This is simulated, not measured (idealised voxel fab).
The following is a process module called voxel self aligned vias.
Shown is cross-section cut, with a width of 270 nm and square cells of size 5 nm.
Just so we're on the same page, the cross-sections are grids of square cells, and they're listed out in bands top to bottom, each band one or more rows deep. The entry gives the band's vertical extent as a top height and a bottom height in nm, then its horizontal make-up as materials from left to right, each with a width in nm. "blank" stands for empty space; a single material marked "all across" fills the band edge to edge. Beneath 0, the wafer as received is one material, and that level is where height counting begins. The lowest band goes on downward without a bottom; it is written like "from 0 down". It should be noted that a width expressed as "30->40" varies in equal increments from row to row of cells within the band, taking the value of the first number at the top row and that of the second number at the bottom row. Where the words "changes: none" appear for a step, the cross-section shows no cell changed by that step; every cell remained as before. Entry "Enclosed cavity list" = empty spaces >= 8 cells with no open way to the top; each as width x height at distance, distance from left edge, all nm. Text after the settings on a step's line: the simulator's own remark on that step. The optional step-line setting "overlay nm" applies to steps with a mask and quantifies how far to the right of its planned location the mask lay, a negative value indicating leftward placement.
**Planned step list for the process**
1. RECEIVE: material Si
2. CONFORMAL_DEP: material SiO2, thk nm 5
3. CONFORMAL_DEP: material SiCN, thk nm 5
4. DIRECTIONAL_DEP: material lowk, thk nm 20
5. MASKED_ETCH: tone open, mask id LINES, width nm 20, pitch nm 70, etch materials lowk, depth nm 20, overlay nm 0
6. CONFORMAL_DEP: material TiN, thk nm 5
7. FILL_DEP: material Ru, thk nm 10
8. CMP: height nm 35
9. SELECTIVE_ETCH: etch materials W Ru TiN, depth nm 5
10. FILL_DEP: material SiN, thk nm 5
11. CMP: height nm 35
12. DIRECTIONAL_DEP: material lowk, thk nm 20
13. DIRECTIONAL_DEP: material aC, thk nm 15
14. PATTERN: tone open, mask id VIAS, material resist, width nm 40, pitch nm 70, thk nm 30, overlay nm 0
15. DIRECTIONAL_ETCH: etch materials aC, depth nm 15
16. STRIP: etch materials resist
17. DIRECTIONAL_ETCH: etch materials lowk, depth nm 20
18. DIRECTIONAL_ETCH: etch materials SiN, depth nm 5
19. STRIP: etch materials aC
20. CONFORMAL_DEP: material TiN, thk nm 5
21. FILL_DEP: material Ru, thk nm 10
22. CMP: height nm 55
23. CONFORMAL_DEP: material SiCN, thk nm 5
Be aware that, although all wafers share a common starting state, the thk nm at step 2 differs among them, and the plan displays the first wafer's value.
**Received condition of the first of several wafers, sectioned: post-step 1**
> from 0 down | Si all across
> Enclosed cavity list: none
**Once step 23, the last step, is complete, the module is at its end; this is the cross-section of the first of several wafers**
> from 60 to 55 | SiCN all across
> from 55 to 35 | lowk: 80, then TiN: 5, then Ru: 30, then TiN: 5, then lowk: 30, then TiN: 5, then Ru: 30, then TiN: 5, then lowk: 80
> from 35 to 30 | SiN: 80, then TiN: 40, then SiN: 30, then TiN: 40, then SiN: 80
> from 30 to 15 | lowk: 90, then TiN: 5, then Ru: 10, then TiN: 5, then lowk: 50, then TiN: 5, then Ru: 10, then TiN: 5, then lowk: 90
> from 15 to 10 | lowk: 90, then TiN: 20, then lowk: 50, then TiN: 20, then lowk: 90
> from 10 to 5 | SiCN all across
> from 5 to 0 | SiO2 all across
> from 0 down | Si all across
> Enclosed cavity list: none
**Cross-section at module completion, last wafer**
> from 60 to 55 | SiCN all across
> from 55 to 40 | lowk: 80, then TiN: 5, then Ru: 30, then TiN: 5, then lowk: 30, then TiN: 5, then Ru: 30, then TiN: 5, then lowk: 80
> from 40 to 35 | lowk: 80, then TiN: 15, then Ru: 10, then TiN: 15, then lowk: 30, then TiN: 15, then Ru: 10, then TiN: 15, then lowk: 80
> from 35 to 30 | lowk: 90, then TiN: 20, then lowk: 50, then TiN: 20, then lowk: 90
> from 30 to 25 | SiCN all across
> from 25 to 0 | SiO2 all across
> from 0 down | Si all across
> Enclosed cavity list: none
**Rows = wafers. At module end, each row lists per material the cells gained (+) or lost (-) since the wafer was received, then the closed voids**
thk nm 5; +60 Ru; +108 SiCN; +38 SiN; +54 SiO2; +52 TiN; +336 lowk; Enclosed cavity list: none
thk nm 10; +48 Ru; +108 SiCN; +108 SiO2; +48 TiN; +336 lowk; Enclosed cavity list: none
thk nm 15; +44 Ru; +108 SiCN; +162 SiO2; +44 TiN; +290 lowk; Enclosed cavity list: none
thk nm 20; +40 Ru; +108 SiCN; +216 SiO2; +40 TiN; +244 lowk; Enclosed cavity list: none
thk nm 25; +40 Ru; +108 SiCN; +270 SiO2; +32 TiN; +198 lowk; Enclosed cavity list: none
